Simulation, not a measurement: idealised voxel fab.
process module | voxel released beams
cross-section cut | 265 nm wide | cells 5 nm
A cross-section is a grid of square cells, given in bands from the top down. A band is one or more rows of cells.
Each band's line starts with the height of the band's top and of its bottom, in nm. Then come its materials from left to right, each with its width in nm. One material with "throughout" fills the band from edge to edge. "air" is empty space.
Height 0 is the level under which the wafer as received is all one material. The lowest band goes on downwards, as in "0 down".
A width such as "30 to 40" changes by the same amount from each row of cells to the next, from the band's top row to its bottom row.
"no change" after a step means that no cell of the cross-section changed.
closed voids: empty space of 8 cells or more with no open way to the top, each as width x height at its distance from the left edge, in nm
after a step's settings: what the simulator itself notes on the step
overlay nm, on a step with a mask: how far to the right of its planned place the mask lay; to the left if negative
plan
1 op RECEIVE | material Si
2 op CONFORMAL_DEP | material SiN | thk nm 5
3 op DIRECTIONAL_DEP | material SiO2 | thk nm 20
4 op DIRECTIONAL_DEP | material aC | thk nm 15
5 op PATTERN | tone open | mask id ANCHOR | material resist | width nm 45 | thk nm 35 | overlay nm 0
6 op DIRECTIONAL_ETCH | etch materials aC | depth nm 15
7 op STRIP | etch materials resist
8 op DIRECTIONAL_ETCH | etch materials SiO2 | depth nm 20
9 op STRIP | etch materials aC
10 op CONFORMAL_DEP | material W | thk nm 15
11 op DIRECTIONAL_DEP | material aC | thk nm 10
12 op PATTERN | tone cover | mask id BEAM | material resist | width nm 95 | thk nm 30 | overlay nm 0
13 op DIRECTIONAL_ETCH | etch materials aC | depth nm 10
14 op STRIP | etch materials resist
15 op DIRECTIONAL_ETCH | etch materials W | depth nm 15
16 op STRIP | etch materials aC
17 op STRIP | etch materials SiO2
first wafer, as planned
as received, after step 1
  0 down: Si throughout
  closed voids: none
after step 2
  5 to 0: SiN throughout
  below 0: unchanged
after step 3
  25 to 5: SiO2 throughout
  below 5: unchanged
after step 4
  40 to 25: aC throughout
  below 25: unchanged
after step 5
  75 to 40: resist 85 | air 45 | resist 135
  below 40: unchanged
after step 6
  60 to 40: resist 85 | air 45 | resist 135
  40 to 25: aC 85 | air 45 | aC 135
  below 25: unchanged
after step 7
  40 to 25: aC 85 | air 45 | aC 135
  below 25: unchanged
after step 8
  40 to 25: aC 85 | air 45 | aC 135
  25 to 5: SiO2 85 | air 45 | SiO2 135
  below 5: unchanged
after step 9
  25 to 5: SiO2 85 | air 45 | SiO2 135
  below 5: unchanged
after step 10
  40 to 25: W 100 | air 15 | W 150
  25 to 20: SiO2 85 | W 15 | air 15 | W 15 | SiO2 135
  20 to 5: SiO2 85 | W 45 | SiO2 135
  below 5: unchanged
after step 11
  50 to 40: aC 100 | air 15 | aC 150
  40 to 30: W 100 | air 15 | W 150
  30 to 25: W 100 | aC 15 | W 150
  25 to 20: SiO2 85 | W 15 | aC 15 | W 15 | SiO2 135
  below 20: unchanged
after step 12
  80 to 50: air 80 | resist 95 | air 90
  50 to 40: aC 100 | resist 15 | aC 150
  40 to 30: W 100 | resist 15 | W 150
  below 30: unchanged
after step 13
  70 to 50: air 80 | resist 95 | air 90
  50 to 40: air 80 | aC 20 | resist 15 | aC 60 | air 90
  below 40: unchanged
after step 14
  50 to 40: air 80 | aC 20 | air 15 | aC 60 | air 90
  40 to 30: W 100 | air 15 | W 150
  below 30: unchanged
after step 15
  50 to 40: air 80 | aC 20 | air 15 | aC 60 | air 90
  40 to 30: air 80 | W 20 | air 15 | W 60 | air 90
  30 to 25: air 80 | W 20 | aC 15 | W 60 | air 90
  below 25: unchanged
after step 16
  40 to 25: air 80 | W 20 | air 15 | W 60 | air 90
  25 to 20: SiO2 85 | W 15 | air 15 | W 15 | SiO2 135
  below 20: unchanged
after step 17
  40 to 25: air 80 | W 20 | air 15 | W 60 | air 90
  25 to 20: air 85 | W 15 | air 15 | W 15 | air 135
  20 to 5: air 85 | W 45 | air 135
  below 5: unchanged
second wafer: like start, like plan, one mistake. Through step 9 it matches the first wafer
when step 10 should have ended
  50 to 25: W throughout
  25 to 5: SiO2 85 | W 45 | SiO2 135
  below 5: unchanged
when step 11 should have ended
  60 to 50: aC throughout
  below 50: unchanged
when step 12 should have ended
  90 to 60: air 80 | resist 95 | air 90
  below 60: unchanged
when step 13 should have ended
  80 to 60: air 80 | resist 95 | air 90
  60 to 50: air 80 | aC 95 | air 90
  below 50: unchanged
when step 14 should have ended
  60 to 50: air 80 | aC 95 | air 90
  below 50: unchanged
when step 15 should have ended
  60 to 50: air 80 | aC 95 | air 90
  50 to 35: air 80 | W 95 | air 90
  below 35: unchanged
when step 16 should have ended
  50 to 35: air 80 | W 95 | air 90
  below 35: unchanged
when step 17 should have ended: no change
what went wrong: step 10 ran as: op CONFORMAL_DEP | material W | thk nm 25
at the end the second wafer has, in cells: 176 more of SiO2 | 118 more of W
